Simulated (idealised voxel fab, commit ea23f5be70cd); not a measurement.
The process module presented herein is designated voxel self aligned vias.
The cross-section on display is named cut; it measures 295 nm wide, and its cells are 5 nm squares.
Reading order for cross-sections: top band down to bottom band. Underlying form: a grid of square cells. Band size: one or more rows of cells.
Heights first: top, then bottom, in nm. Then materials, left to right, each with a width in nm. "edge to edge" on a single material: fills the band edge to edge. "air": empty space.
Zero point of the height axis is 0; under it, received wafer = one material. Lowest band: continues down indefinitely, "z 0 and below".
So if you see something like "30->40" for the width, read it as the top row of the band sitting at the first number and the bottom row at the second, with every row in between moving by the same amount as the last.
"remains unaltered", as given for a step, is the statement that not any cell of the cross-section underwent a change during that step.
Empty spaces without an open route to the top, at least 8 cells in extent, make up the entry "Sealed internal cavities"; each is given as width x height at distance, where the distance is measured from the left edge, and all are in nm.
Heads up: the bit after the settings on a step's line is the simulator's remark on that step.
The setting "overlay nm" may be written on the line of a step. When the step uses a mask, the value reports how far to the right of the planned place the mask lay, and a negative value reports that it lay to the left.
BELOW IS THE LIST OF PLANNED PROCESS STEPS
1. op RECEIVE | material Si
2. op CONFORMAL_DEP | material SiO2 | thk nm 15
3. op CONFORMAL_DEP | material SiCN | thk nm 5
4. op DIRECTIONAL_DEP | material lowk | thk nm 25
5. op MASKED_ETCH | tone open | mask id LINES | width nm 20 | pitch nm 70 | etch materials lowk | depth nm 25 | overlay nm 0
6. op CONFORMAL_DEP | material TiN | thk nm 5
7. op FILL_DEP | material W | thk nm 10
8. op CMP | height nm 45
9. op SELECTIVE_ETCH | etch materials W Ru TiN | depth nm 10
10. op FILL_DEP | material SiN | thk nm 5
11. op CMP | height nm 45
12. op DIRECTIONAL_DEP | material lowk | thk nm 20
13. op DIRECTIONAL_DEP | material aC | thk nm 15
14. op PATTERN | tone open | mask id VIAS | material resist | width nm 40 | pitch nm 70 | thk nm 35 | overlay nm 0
15. op DIRECTIONAL_ETCH | etch materials aC | depth nm 15
16. op STRIP | etch materials resist
17. op DIRECTIONAL_ETCH | etch materials lowk | depth nm 20
18. op DIRECTIONAL_ETCH | etch materials SiN | depth nm 10
19. op STRIP | etch materials aC
20. op CONFORMAL_DEP | material TiN | thk nm 5
21. op FILL_DEP | material Cu | thk nm 10
22. op CMP | height nm 65
23. op CONFORMAL_DEP | material SiCN | thk nm 5
AS-RECEIVED WAFER CROSS-SECTION (AFTER STEP 1)
    z 0 and below: Si edge to edge
    Sealed internal cavities: none
END STATE OF THE MODULE IN CROSS-SECTION, GIVEN THE ABOVE STARTING POINT AND PLAN AND ONE MISTAKE IN EXECUTION
    z 70 to 65: SiCN edge to edge
    z 65 to 50: lowk=55  TiN=5  Cu=30  TiN=5  lowk=30  TiN=5  Cu=30  TiN=5  lowk=30  TiN=5  Cu=30  TiN=5  lowk=60
    z 50 to 45: lowk=55  TiN=40  lowk=30  TiN=40  lowk=30  TiN=40  lowk=60
    z 45 to 40: SiCN edge to edge
    z 40 to 15: lowk edge to edge
    z 15 to 0: SiO2 edge to edge
    z 0 and below: Si edge to edge
    Sealed internal cavities: none
What was done differently from what was planned? mixed up steps 3 and 4 - ran each in the other's place
